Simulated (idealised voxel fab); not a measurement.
Presented below is a process module, voxel released beams.
For reference, the cross-section in this document is cut, with width 295 nm and square cells of 5 nm.
A cross-section in this document is a grid of square cells, and it is written down as bands, the top band listed before the ones below it; a band is made up of one or more rows of cells.
This entry defines a band. It first specifies the height of the band's top and the height of its bottom in nm, and then specifies the band's materials from left to right, stating each material with its width in nm. The word "full width" identifies a single material that fills the band from edge to edge, while the word "air" identifies empty space.
Measure heights from 0. That's the level where, below it, the as-received wafer is all one material. The lowest band is bottomless and extends downward; write it as in "0 nm and below".
Width: "30 to 40" (first number = top row, second number = bottom row, same change from row to row of cells).
Reading "no alterations made" for a step: not a cell of the cross-section changed in it.
"Closed empty spaces" lists enclosed empty spaces (at least 8 cells, no open path upward to the top), each as width x height at distance from the left edge, in nm.
That trailing text on a step's line, after the settings, is the simulator's own remark on the step.
The optional step-line setting "overlay nm" applies to steps with a mask and quantifies how far to the right of its planned location the mask lay, a negative value indicating leftward placement.
The planned process steps are enumerated hereunder:
step 1: RECEIVE with material Si
step 2: CONFORMAL_DEP with material SiN, thk nm 5
step 3: DIRECTIONAL_DEP with material SiO2, thk nm 10
step 4: PATTERN with tone open, mask id ANCHOR, material resist, width nm 40, thk nm 20, overlay nm 0
step 5: DIRECTIONAL_ETCH with etch materials SiO2, depth nm 10
step 6: STRIP with etch materials resist
step 7: CONFORMAL_DEP with material TiN, thk nm 15
step 8: DIRECTIONAL_DEP with material aC, thk nm 10
step 9: PATTERN with tone cover, mask id BEAM, material resist, width nm 120, thk nm 25, overlay nm 0
step 10: DIRECTIONAL_ETCH with etch materials aC, depth nm 10
step 11: STRIP with etch materials resist
step 12: DIRECTIONAL_ETCH with etch materials TiN, depth nm 15
step 13: STRIP with etch materials aC
step 14: STRIP with etch materials SiO2
First wafer, as planned:
As received, after step 1:
    0 nm and below = Si full width
    Closed empty spaces: none
Wafer section view after processing step 2:
    5 nm to 0 nm = SiN full width
    For the remainder of the cross-section, below 0, there is no change.
Wafer section view after processing step 3:
    15 nm to 5 nm = SiO2 full width
    For the remainder of the cross-section, below 5, there is no change.
Wafer section view after processing step 4:
    35 nm to 15 nm = resist (90), air (40), resist (165)
    For the remainder of the cross-section, below 15, there is no change.
Wafer section view after processing step 5:
    35 nm to 15 nm = resist (90), air (40), resist (165)
    15 nm to 5 nm = SiO2 (90), air (40), SiO2 (165)
    For the remainder of the cross-section, below 5, there is no change.
Wafer section view after processing step 6:
    15 nm to 5 nm = SiO2 (90), air (40), SiO2 (165)
    For the remainder of the cross-section, below 5, there is no change.
Wafer section view after processing step 7:
    30 nm to 20 nm = TiN (105), air (10), TiN (180)
    20 nm to 15 nm = TiN full width
    15 nm to 5 nm = SiO2 (90), TiN (40), SiO2 (165)
    For the remainder of the cross-section, below 5, there is no change.
Wafer section view after processing step 8:
    40 nm to 30 nm = aC (105), air (10), aC (180)
    30 nm to 20 nm = TiN (105), aC (10), TiN (180)
    For the remainder of the cross-section, below 20, there is no change.
Wafer section view after processing step 9:
    65 nm to 40 nm = air (85), resist (120), air (90)
    40 nm to 30 nm = aC (105), resist (10), aC (180)
    For the remainder of the cross-section, below 30, there is no change.
Wafer section view after processing step 10:
    55 nm to 40 nm = air (85), resist (120), air (90)
    40 nm to 30 nm = air (85), aC (20), resist (10), aC (90), air (90)
    For the remainder of the cross-section, below 30, there is no change.
Wafer section view after processing step 11:
    40 nm to 30 nm = air (85), aC (20), air (10), aC (90), air (90)
    For the remainder of the cross-section, below 30, there is no change.
Wafer section view after processing step 12:
    40 nm to 30 nm = air (85), aC (20), air (10), aC (90), air (90)
    30 nm to 20 nm = air (85), TiN (20), aC (10), TiN (90), air (90)
    20 nm to 15 nm = air (85), TiN (120), air (90)
    For the remainder of the cross-section, below 15, there is no change.
Wafer section view after processing step 13:
    30 nm to 20 nm = air (85), TiN (20), air (10), TiN (90), air (90)
    For the remainder of the cross-section, below 20, there is no change.
Wafer section view after processing step 14:
    30 nm to 20 nm = air (85), TiN (20), air (10), TiN (90), air (90)
    20 nm to 15 nm = air (85), TiN (120), air (90)
    15 nm to 5 nm = air (90), TiN (40), air (165)
    For the remainder of the cross-section, below 5, there is no change.
Okay, second wafer. Nothing different at the start, nothing different in the plan, just one mistake somewhere in the running. As far as step 1, counting that step, it's the first wafer all over again:
Cross-section: second wafer, time at which step 2 was scheduled to end: no alterations made
Cross-section: second wafer, time at which step 3 was scheduled to end:
    10 nm to 0 nm = SiO2 full width
    For the remainder of the cross-section, below 0, there is no change.
Cross-section: second wafer, time at which step 4 was scheduled to end:
    30 nm to 10 nm = resist (90), air (40), resist (165)
    For the remainder of the cross-section, below 10, there is no change.
Cross-section: second wafer, time at which step 5 was scheduled to end:
    30 nm to 10 nm = resist (90), air (40), resist (165)
    10 nm to 0 nm = SiO2 (90), air (40), SiO2 (165)
    For the remainder of the cross-section, below 0, there is no change.
Cross-section: second wafer, time at which step 6 was scheduled to end:
    10 nm to 0 nm = SiO2 (90), air (40), SiO2 (165)
    For the remainder of the cross-section, below 0, there is no change.
Cross-section: second wafer, time at which step 7 was scheduled to end:
    25 nm to 15 nm = TiN (105), air (10), TiN (180)
    15 nm to 10 nm = TiN full width
    10 nm to 0 nm = SiO2 (90), TiN (40), SiO2 (165)
    For the remainder of the cross-section, below 0, there is no change.
Cross-section: second wafer, time at which step 8 was scheduled to end:
    35 nm to 25 nm = aC (105), air (10), aC (180)
    25 nm to 15 nm = TiN (105), aC (10), TiN (180)
    For the remainder of the cross-section, below 15, there is no change.
Cross-section: second wafer, time at which step 9 was scheduled to end:
    60 nm to 35 nm = air (85), resist (120), air (90)
    35 nm to 25 nm = aC (105), resist (10), aC (180)
    For the remainder of the cross-section, below 25, there is no change.
Cross-section: second wafer, time at which step 10 was scheduled to end:
    50 nm to 35 nm = air (85), resist (120), air (90)
    35 nm to 25 nm = air (85), aC (20), resist (10), aC (90), air (90)
    For the remainder of the cross-section, below 25, there is no change.
Cross-section: second wafer, time at which step 11 was scheduled to end:
    35 nm to 25 nm = air (85), aC (20), air (10), aC (90), air (90)
    For the remainder of the cross-section, below 25, there is no change.
Cross-section: second wafer, time at which step 12 was scheduled to end:
    35 nm to 25 nm = air (85), aC (20), air (10), aC (90), air (90)
    25 nm to 15 nm = air (85), TiN (20), aC (10), TiN (90), air (90)
    15 nm to 10 nm = air (85), TiN (120), air (90)
    For the remainder of the cross-section, below 10, there is no change.
Cross-section: second wafer, time at which step 13 was scheduled to end:
    25 nm to 15 nm = air (85), TiN (20), air (10), TiN (90), air (90)
    For the remainder of the cross-section, below 15, there is no change.
Cross-section: second wafer, time at which step 14 was scheduled to end:
    25 nm to 15 nm = air (85), TiN (20), air (10), TiN (90), air (90)
    15 nm to 10 nm = air (85), TiN (120), air (90)
    10 nm to 0 nm = air (90), TiN (40), air (165)
    For the remainder of the cross-section, below 0, there is no change.
Misprocessing identified: step 2 of the plan was jumped over and never run
Looking at both finished wafers in cells, the second ends up ahead of or behind the first on some materials: SiN: 59 fewer
